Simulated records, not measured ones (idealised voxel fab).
The process module presented herein is designated voxel released beams.
cross-section cut | 150 nm wide | cells 5 nm
A cross-section is written here as square cells arranged in a grid, and it is given in bands from the top down, each band taking up one or more rows of cells.
Read a band's entry like this: the first values are the height of its top and the height of its bottom in nm, and what follows is the sequence of materials from left to right, each with its width in nm. Note that "air" is empty space, and that a single material marked "full width" reaches across the band from edge to edge.
Heights from 0 (as-received wafer is one material below). Bottom band endless downward, as "0 -> down".
The expression "30..40" gives the width at the extremes of the band, the first number at its top row of cells and the second at its bottom row, with the width changing by equal amounts from each row to the next in between.
"left unchanged", as given for a step, is the statement that not any cell of the cross-section underwent a change during that step.
The entry titled "Closed voids list" provides the empty spaces that have no open way to the top, restricted to those of 8 cells or more. Each is presented as width x height at distance, the distance being measured from the left edge, with all three in nm.
after a step's settings: what the simulator itself notes on the step
You can add "overlay nm" to a step's line. For a step with a mask, it describes how far the mask lay to the right of its planned position, and a negative number describes a lay to the left.
PROCESS STEPS - PLAN
1 op RECEIVE | material Si
2 op CONFORMAL_DEP | material SiN | thk nm 10
3 op DIRECTIONAL_DEP | material SiO2 | thk nm 20
4 op DIRECTIONAL_DEP | material aC | thk nm 15
5 op PATTERN | tone open | mask id ANCHOR | material resist | width nm 25 | thk nm 30 | overlay nm 0
6 op DIRECTIONAL_ETCH | etch materials aC | depth nm 15
7 op STRIP | etch materials resist
8 op DIRECTIONAL_ETCH | etch materials SiO2 | depth nm 20
9 op STRIP | etch materials aC
10 op CONFORMAL_DEP | material TiN | thk nm 10
11 op MASKED_ETCH | tone cover | mask id BEAM | width nm 85 | etch materials TiN | depth nm 10 | overlay nm 0
12 op STRIP | etch materials SiO2
WAFER AS RECEIVED: CROSS-SECTION FOLLOWING STEP 1
0 -> down | Si full width
Closed voids list: none
END-OF-MODULE CROSS-SECTION. STARTING STRUCTURE AND PROCESS PLAN AS ABOVE; ONE MISTAKE MADE IN RUNNING IT
30 -> 10 | 35 air, then 10 TiN, then 5 air, then 10 TiN, then 90 air
10 -> 0 | SiN full width
0 -> down | Si full width
Closed voids list: none
What was the processing mistake? step 11 did not use the planned setting and instead ran as op MASKED_ETCH | tone open | mask id BEAM | width nm 85 | etch materials TiN | depth nm 10 | overlay nm 0
